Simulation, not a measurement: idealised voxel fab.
This section sets out a process module, namely voxel capacitor over wiring.
The cross-section on display is named cut; it measures 220 nm wide, and its cells are 5 nm squares.
Bands, listed from the top down, are how a cross-section gets written in this document; the cross-section itself is a grid of square cells, and a band is one or more rows of them. Band entry format. Leading values: height of top, height of bottom, nm. Remainder: materials in left-to-right order, each with its width in nm. Special words: "everywhere" on a single material, which then fills the band edge to edge; "air", empty space. Height reference: 0 = level under which incoming wafer is all one material. Lowest band: no bottom, runs on downward, e.g. "0..down". A width given as "30->40" starts at the first number in the band's top row and ends at the second number in its bottom row, shifting by an equal amount at every step from row to row. It should be understood that the words "changes: none", when stated for a given step, signify that the cross-section underwent no change in any of its cells during that step. Voids not open to the top, 8 cells minimum: see "closed voids". Written width x height at distance; distance is from the left edge; nm. Whatever follows a step's settings on its line is a remark the simulator itself makes about that step. On any step carrying a mask, the "overlay nm" setting, if present on the step's line, tells how far right of its planned place the mask lay; negative values point to the left.
-- So here's the lineup of process steps we planned
step 1: RECEIVE: material Si
step 2: CONFORMAL_DEP: material SiO2, thk nm 10
step 3: DIRECTIONAL_DEP: material TiN, thk nm 5
step 4: DIRECTIONAL_DEP: material W, thk nm 20
step 5: MASKED_ETCH: tone cover, mask id METAL_1, width nm 30, pitch nm 100, etch materials W, depth nm 20, overlay nm 0
step 6: MASKED_ETCH: tone cover, mask id METAL_1, width nm 30, pitch nm 100, etch materials TiN, depth nm 5, overlay nm 0
step 7: CONFORMAL_DEP: material SiN, thk nm 5
step 8: FILL_DEP: material lowk, thk nm 10
step 9: CMP: height nm 35
step 10: CONFORMAL_DEP: material SiCN, thk nm 5
step 11: DIRECTIONAL_DEP: material lowk, thk nm 15
step 12: PATTERN: tone open, mask id PLUG_1, material resist, width nm 15, thk nm 15, overlay nm 0
step 13: DIRECTIONAL_ETCH: etch materials lowk, depth nm 15
step 14: DIRECTIONAL_ETCH: etch materials SiCN, depth nm 5
step 15: STRIP: etch materials resist
step 16: EPI: material Ru, thk nm 10
step 17: EPI: material Ru, thk nm 10
step 18: DIRECTIONAL_DEP: material TiN, thk nm 10
step 19: DIRECTIONAL_DEP: material Al2O3, thk nm 5
step 20: DIRECTIONAL_DEP: material TiN, thk nm 5
step 21: MASKED_ETCH: tone cover, mask id UPPER_PLATE, width nm 75, etch materials TiN, depth nm 5, overlay nm 0
step 22: MASKED_ETCH: tone cover, mask id UPPER_PLATE, width nm 75, etch materials Al2O3, depth nm 5, overlay nm 0
step 23: MASKED_ETCH: tone cover, mask id LOWER_PLATE, width nm 85, etch materials TiN, depth nm 10, overlay nm 0
step 24: FILL_DEP: material SiO2, thk nm 15
step 25: CMP: height nm 85
step 26: MASKED_ETCH: tone open, mask id PLUG_2, width nm 15, etch materials SiO2, depth nm 10, overlay nm 0
step 27: CONFORMAL_DEP: material TiN, thk nm 5
step 28: FILL_DEP: material W, thk nm 10
step 29: CMP: height nm 85
step 30: CONFORMAL_DEP: material SiN, thk nm 5
-- Cross-section of the wafer as it came to us, i.e., already through step 1
  0..down: Si everywhere
  closed voids: none
-- First of two wafers at the end of the module, shown in cross-section; run carried out as planned
  90..85: SiN everywhere
  85..80: 70 of SiO2 | 5 of TiN | 5 of W | 5 of TiN | 135 of SiO2
  80..70: 70->60 of SiO2 | 15->75 of TiN | 135->85 of SiO2
  70..65: 60 of SiO2 | 75 of Al2O3 | 85 of SiO2
  65..55: 55 of SiO2 | 85 of TiN | 80 of SiO2
  55..40: 60 of lowk | 15 of Ru | 145 of lowk
  40..35: 60 of SiCN | 15 of Ru | 145 of SiCN
  35..15: 40 of lowk | 5 of SiN | 30 of W | 5 of SiN | 60 of lowk | 5 of SiN | 30 of W | 5 of SiN | 40 of lowk
  15..10: 45 of SiN | 30 of TiN | 70 of SiN | 30 of TiN | 45 of SiN
  10..0: SiO2 everywhere
  0..down: Si everywhere
  closed voids: none
-- Wafer two, end of module, cross-section. Same start, same plan as wafer one. One mistake in the run
  90..85: SiN everywhere
  85..80: 60 of SiO2 | 25 of TiN | 135 of SiO2
  80..75: 60 of SiO2 | 25 of Al2O3 | 135 of SiO2
  75..70: 55 of SiO2 | 80 of TiN | 85 of SiO2
  70..65: 55 of SiO2 | 30 of TiN | 50 of Al2O3 | 85 of SiO2
  65..55: 50 of SiO2 | 35 of Ru | 55 of TiN | 80 of SiO2
  55..40: 60 of lowk | 15 of Ru | 145 of lowk
  40..35: 60 of SiCN | 15 of Ru | 145 of SiCN
  35..15: 40 of lowk | 5 of SiN | 30 of W | 5 of SiN | 60 of lowk | 5 of SiN | 30 of W | 5 of SiN | 40 of lowk
  15..10: 45 of SiN | 30 of TiN | 70 of SiN | 30 of TiN | 45 of SiN
  10..0: SiO2 everywhere
  0..down: Si everywhere
  closed voids: none
Deviation from plan: which of the identical steps 16 and 17 was run twice cannot be determined, only that one of them was
Wafer comparison, final, in cells, second relative to first, materials more or fewer: Ru +14, SiO2 -8, TiN -5, W -1
